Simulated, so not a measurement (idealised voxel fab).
The name of this process module is voxel self aligned contacts.
The cross-section on display is named cut; it measures 180 nm wide, and its cells are 5 nm squares.
Throughout this document, each cross-section is represented as a grid of square cells and is presented as a sequence of bands enumerated from the top downward, where a band comprises one or more rows of cells.
Each band's line starts with the height of the band's top and of its bottom, in nm. Then come its materials from left to right, each with its width in nm. One material with "throughout" fills the band from edge to edge. "air" is empty space.
Heights are measured from 0, the level below which the as-received wafer is all one material; the lowest band has no bottom and continues downward, written as in "top 0, no bottom".
So if you see something like "30->40" for the width, read it as the top row of the band sitting at the first number and the bottom row at the second, with every row in between moving by the same amount as the last.
"no modification" -> step changed no cross-section cell.
Closed empty spaces (no open way to the top) of 8 cells or more are what "Closed void listing" lists, each as width x height at distance from the left edge, nm for all three.
Where a step's line continues beyond its settings, the continuation is a remark by the simulator itself on that step.
overlay nm: how far to the right of its planned place the mask lay on this masked step (negative: to the left).
[Steps planned for the process]
1 op RECEIVE | material Si
2 op OXIDIZE | depth nm 5
3 op DIRECTIONAL_DEP | material polySi | thk nm 25
4 op DIRECTIONAL_DEP | material SiN | thk nm 15
5 op PATTERN | tone cover | mask id GATE | material resist | width nm 30 | pitch nm 60 | thk nm 20 | overlay nm 0
6 op DIRECTIONAL_ETCH | etch materials SiN | depth nm 15
7 op DIRECTIONAL_ETCH | etch materials polySi | depth nm 25
8 op STRIP | etch materials resist
9 op CONFORMAL_DEP | material SiN | thk nm 5
10 op DIRECTIONAL_ETCH | etch materials SiN | depth nm 5
11 op FILL_DEP | material SiO2 | thk nm 15
12 op CMP | height nm 50
13 op MASKED_ETCH | tone open | mask id CONTACT | width nm 40 | etch materials SiO2 | depth nm 55 | overlay nm 0
14 op CONFORMAL_DEP | material TiN | thk nm 5
15 op FILL_DEP | material W | thk nm 5
16 op CMP | height nm 50
17 op CONFORMAL_DEP | material SiCN | thk nm 5
[Wafer at receipt (post step 1), cross-section]
  top 0, no bottom = Si throughout
  Closed void listing: none
[Cross-sectional result after module completion. Note: starting condition and plan are unchanged from above; one processing mistake was made]
  top 55, bottom 50 = SiCN throughout
  top 50, bottom 45 = 40 of SiO2; 40 of SiN; 5 of TiN; 10 of W; 5 of TiN; 40 of SiN; 40 of SiO2
  top 45, bottom 40 = 40 of SiO2; 40 of SiN; 20 of TiN; 40 of SiN; 40 of SiO2
  top 40, bottom 25 = SiN throughout
  top 25, bottom 0 = polySi throughout
  top 0, bottom -5 = SiO2 throughout
  top -5, no bottom = Si throughout
  Closed void listing: none
Against the plan, the run slipped here: step 4 in the plan was executed twice
